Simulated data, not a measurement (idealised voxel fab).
Herein follows the process module entitled voxel transistor to metal.
Pictured: cross-section cut, 185 nm wide, on a grid of 5 nm square cells.
In this document a cross-section is written as a grid of square cells. It is given as a series of bands, listed from the top down, and a band is one or more rows of cells. First you get the band's top height and its bottom height, in nm, and then the materials it's made of, left to right, with each width in nm. If you see a single material with "everywhere", that one covers the band edge to edge. "air" is empty space. Height is counted from the level 0, under which the received wafer is composed throughout of one material. The lowest of the bands is not closed at the bottom but continues downward, in the notation "top 0, no bottom". Width spec "30 to 40" -> top row of cells at first value, bottom row at second value, equal per-row change in between. Where a step carries "all unchanged", the cross-section came out of it unchanged, cell for cell. For the entry "Voids, enclosed", the listed items are empty spaces with no open way to the top whose size is 8 cells or more; each item follows the pattern width x height at distance, where distance is from the left edge and all three are in nm. It should be noted that, on the line of a given step, the content following the step's settings is a remark produced by the simulator itself with respect to that step. overlay nm, on a step with a mask: how far to the right of its planned place the mask lay; to the left if negative.

### This section lists the process steps that were planned
1. RECEIVE,material Si
2. CONFORMAL_DEP,material SiO2,thk nm 5
3. CONFORMAL_DEP,material SiN,thk nm 15
4. PATTERN,tone cover,mask id ACTIVE,material resist,width nm 105,thk nm 20,overlay nm 0
5. DIRECTIONAL_ETCH,etch materials SiN,depth nm 15
6. DIRECTIONAL_ETCH,etch materials SiO2,depth nm 5
7. DIRECTIONAL_ETCH,etch materials Si,depth nm 30
8. STRIP,etch materials resist
9. FILL_DEP,material SiO2,thk nm 5
10. CMP,height nm 20
11. SELECTIVE_ETCH,etch materials SiO2,depth nm 5
12. STRIP,etch materials SiN
13. SELECTIVE_ETCH,etch materials SiO2,depth nm 5
14. OXIDIZE,depth nm 5
15. DIRECTIONAL_DEP,material polySi,thk nm 30
16. DIRECTIONAL_DEP,material SiCN,thk nm 10
17. PATTERN,tone cover,mask id GATE,material resist,width nm 25,thk nm 20,overlay nm 0
18. DIRECTIONAL_ETCH,etch materials SiCN,depth nm 20
19. DIRECTIONAL_ETCH,etch materials polySi,depth nm 40
20. STRIP,etch materials resist
21. CONFORMAL_DEP,material SiN,thk nm 10
22. DIRECTIONAL_ETCH,etch materials SiN,depth nm 10
23. DIRECTIONAL_ETCH,etch materials SiO2,depth nm 5
24. DIRECTIONAL_ETCH,etch materials Si,depth nm 10
25. EPI,material nSi,thk nm 10
26. FILL_DEP,material SiO2,thk nm 10
27. CMP,height nm 40
28. DIRECTIONAL_DEP,material SiO2,thk nm 15
29. PATTERN,tone open,mask id CONTACT,material resist,width nm 20,pitch nm 75,thk nm 15,overlay nm 0
30. DIRECTIONAL_ETCH,etch materials SiO2,depth nm 60
31. STRIP,etch materials resist
32. CONFORMAL_DEP,material TiN,thk nm 5
33. FILL_DEP,material Ru,thk nm 5
34. CMP,height nm 55
35. DIRECTIONAL_DEP,material TiN,thk nm 5
36. DIRECTIONAL_DEP,material W,thk nm 20
37. MASKED_ETCH,tone cover,mask id METAL_1,width nm 20,pitch nm 75,etch materials W,depth nm 20,overlay nm 0
38. MASKED_ETCH,tone cover,mask id METAL_1,width nm 20,pitch nm 75,etch materials TiN,depth nm 5,overlay nm 0
39. CONFORMAL_DEP,material SiCN,thk nm 5
40. FILL_DEP,material SiO2,thk nm 5
41. CMP,height nm 80
42. CONFORMAL_DEP,material SiCN,thk nm 5

### Step 1 complete: cross-section of the wafer as received
  top 0, no bottom = Si everywhere
  Voids, enclosed: none

### The first of two wafers, cross-sectioned at the end of the module, with the run proceeding as planned
  top 85, bottom 80 = SiCN everywhere
  top 80, bottom 60 = 40 nm SiO2; 5 nm SiCN; 20 nm W; 5 nm SiCN; 45 nm SiO2; 5 nm SiCN; 20 nm W; 5 nm SiCN; 40 nm SiO2
  top 60, bottom 55 = 45 nm SiCN; 20 nm TiN; 55 nm SiCN; 20 nm TiN; 45 nm SiCN
  top 55, bottom 40 = 45 nm SiO2; 5 nm TiN; 10 nm Ru; 5 nm TiN; 55 nm SiO2; 5 nm TiN; 10 nm Ru; 5 nm TiN; 45 nm SiO2
  top 40, bottom 30 = 45 nm SiO2; 5 nm TiN; 10 nm Ru; 5 nm TiN; 5 nm SiO2; 10 nm SiN; 25 nm SiCN; 10 nm SiN; 5 nm SiO2; 5 nm TiN; 10 nm Ru; 5 nm TiN; 45 nm SiO2
  top 30, bottom 10 = 45 nm SiO2; 5 nm TiN; 10 nm Ru; 5 nm TiN; 5 nm SiO2; 10 nm SiN; 25 nm polySi; 10 nm SiN; 5 nm SiO2; 5 nm TiN; 10 nm Ru; 5 nm TiN; 45 nm SiO2
  top 10, bottom 5 = 35 nm SiO2; 10 nm SiN; 20 nm TiN; 5 nm SiO2; 10 nm SiN; 25 nm polySi; 10 nm SiN; 5 nm SiO2; 20 nm TiN; 10 nm SiN; 35 nm SiO2
  top 5, bottom 0 = 35 nm SiO2; 10 nm SiN; 10 nm nSi; 5 nm TiN; 10 nm nSi; 10 nm SiN; 25 nm polySi; 10 nm SiN; 10 nm nSi; 5 nm TiN; 10 nm nSi; 10 nm SiN; 35 nm SiO2
  top 0, bottom -5 = 45 nm SiO2; 10 nm nSi; 5 nm TiN; 10 nm nSi; 45 nm SiO2; 10 nm nSi; 5 nm TiN; 10 nm nSi; 45 nm SiO2
  top -5, bottom -15 = 40 nm SiO2; 5 nm Si; 25 nm nSi; 45 nm Si; 25 nm nSi; 5 nm Si; 40 nm SiO2
  top -15, bottom -30 = 40 nm SiO2; 105 nm Si; 40 nm SiO2
  top -30, no bottom = Si everywhere
  Voids, enclosed: none

### Presented here is a cross-section of the second of the two wafers as it stood at the end of the module. It was started in the same manner and assigned the same plan as the first wafer; however, one mistake was made in its execution
  top 85, bottom 80 = SiCN everywhere
  top 80, bottom 60 = 40 nm SiO2; 5 nm SiCN; 20 nm W; 5 nm SiCN; 45 nm SiO2; 5 nm SiCN; 20 nm W; 5 nm SiCN; 40 nm SiO2
  top 60, bottom 55 = 45 nm SiCN; 20 nm TiN; 55 nm SiCN; 20 nm TiN; 45 nm SiCN
  top 55, bottom 40 = 45 nm SiO2; 5 nm TiN; 10 nm Ru; 5 nm TiN; 55 nm SiO2; 5 nm TiN; 10 nm Ru; 5 nm TiN; 45 nm SiO2
  top 40, bottom 30 = 45 nm SiO2; 5 nm TiN; 10 nm Ru; 5 nm TiN; 5 nm SiO2; 10 nm SiN; 25 nm SiCN; 10 nm SiN; 5 nm SiO2; 5 nm TiN; 10 nm Ru; 5 nm TiN; 45 nm SiO2
  top 30, bottom 10 = 45 nm SiO2; 5 nm TiN; 10 nm Ru; 5 nm TiN; 5 nm SiO2; 10 nm SiN; 25 nm polySi; 10 nm SiN; 5 nm SiO2; 5 nm TiN; 10 nm Ru; 5 nm TiN; 45 nm SiO2
  top 10, bottom 5 = 35 nm SiO2; 10 nm SiN; 5 nm TiN; 5 nm Ru; 10 nm TiN; 5 nm SiO2; 10 nm SiN; 25 nm polySi; 10 nm SiN; 5 nm SiO2; 10 nm TiN; 5 nm Ru; 5 nm TiN; 10 nm SiN; 35 nm SiO2
  top 5, bottom 0 = 35 nm SiO2; 10 nm SiN; 15 nm TiN; 10 nm nSi; 10 nm SiN; 25 nm polySi; 10 nm SiN; 10 nm nSi; 15 nm TiN; 10 nm SiN; 35 nm SiO2
  top 0, bottom -5 = 35 nm SiO2; 5 nm SiN; 5 nm SiO2; 10 nm nSi; 5 nm TiN; 10 nm nSi; 45 nm SiO2; 10 nm nSi; 5 nm TiN; 10 nm nSi; 5 nm SiO2; 5 nm SiN; 35 nm SiO2
  top -5, bottom -10 = 45 nm SiO2; 25 nm nSi; 45 nm Si; 25 nm nSi; 45 nm SiO2
  top -10, bottom -15 = 40 nm SiO2; 5 nm Si; 25 nm nSi; 45 nm Si; 25 nm nSi; 5 nm Si; 40 nm SiO2
  top -15, bottom -30 = 40 nm SiO2; 105 nm Si; 40 nm SiO2
  top -30, no bottom = Si everywhere
  Voids, enclosed: none
Against the plan, the run slipped here: step 2 of the plan was bypassed and not carried out
Final comparison by cell count, materials where the second wafer has more or fewer than the first: +2 Ru; -2 Si; +2 SiN; +2 TiN; -4 nSi
